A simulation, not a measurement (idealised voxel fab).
You're looking at the process module voxel tone inversion.
Each square cell in cross-section cut measures 5 nm, and the section as a whole is 215 nm wide.
In this document a cross-section is written as a grid of square cells. It is given as a series of bands, listed from the top down, and a band is one or more rows of cells.
For a band, the entry starts with two heights in nm, that of the top and then that of the bottom, and carries on with the band's materials in order from left to right, each alongside its width in nm; the word "throughout" beside a single material means it fills the band edge to edge, and "air" means empty space.
Height is counted from the level 0, under which the received wafer is composed throughout of one material. The lowest of the bands is not closed at the bottom but continues downward, in the notation "z 0 and below".
The two numbers in a width such as "30 to 40" mark its ends across the band: the first belongs to the top row of cells, the second to the bottom row, and from each row to the next the width moves by the same amount.
Where a step carries "no alterations made", the cross-section came out of it unchanged, cell for cell.
Heads up: "Entrapped voids" only lists the empty pockets with no open path to the top that are 8 cells or more, and it writes them as width x height at distance, distance from the left edge, in nm.
That trailing text on a step's line, after the settings, is the simulator's own remark on the step.
overlay nm: on a step with a mask, how far right of its planned place the mask lay; negative means left.

[Set out below are the planned steps of the process]
1,op RECEIVE | material Si
2,op CONFORMAL_DEP | material SiN | thk nm 5
3,op DIRECTIONAL_DEP | material aC | thk nm 15
4,op PATTERN | tone cover | mask id POSTS | material resist | width nm 20 | pitch nm 50 | thk nm 20 | overlay nm 0
5,op DIRECTIONAL_ETCH | etch materials aC | depth nm 15
6,op STRIP | etch materials resist
7,op FILL_DEP | material lowk | thk nm 5
8,op CMP | height nm 20
9,op STRIP | etch materials aC

[The cross-section here shows the wafer as received, i.e. in its state after step 1]
    z 0 and below: Si throughout
    Entrapped voids: none

[The first of two wafers, cross-sectioned at the end of the module, with the run proceeding as planned]
    z 20 to 5: lowk 20 nm | air 20 nm | lowk 30 nm | air 20 nm | lowk 30 nm | air 20 nm | lowk 30 nm | air 20 nm | lowk 25 nm
    z 5 to 0: SiN throughout
    z 0 and below: Si throughout
    Entrapped voids: none

[This cross-section belongs to the second wafer of two at the end of the module; the start and the plan were shared with the first, and the run included one mistake]
    z 20 to 5: air 20 nm | lowk 20 nm | air 30 nm | lowk 20 nm | air 30 nm | lowk 20 nm | air 30 nm | lowk 20 nm | air 25 nm
    z 5 to 0: SiN throughout
    z 0 and below: Si throughout
    Entrapped voids: none
What broke from the plan during processing? step 4 was not run as planned; what actually ran was op PATTERN | tone open | mask id POSTS | material resist | width nm 20 | pitch nm 50 | thk nm 20 | overlay nm 0
Wrapping up, a cell-based count of both wafers puts the second over or under the first for these materials: 33 fewer of lowk
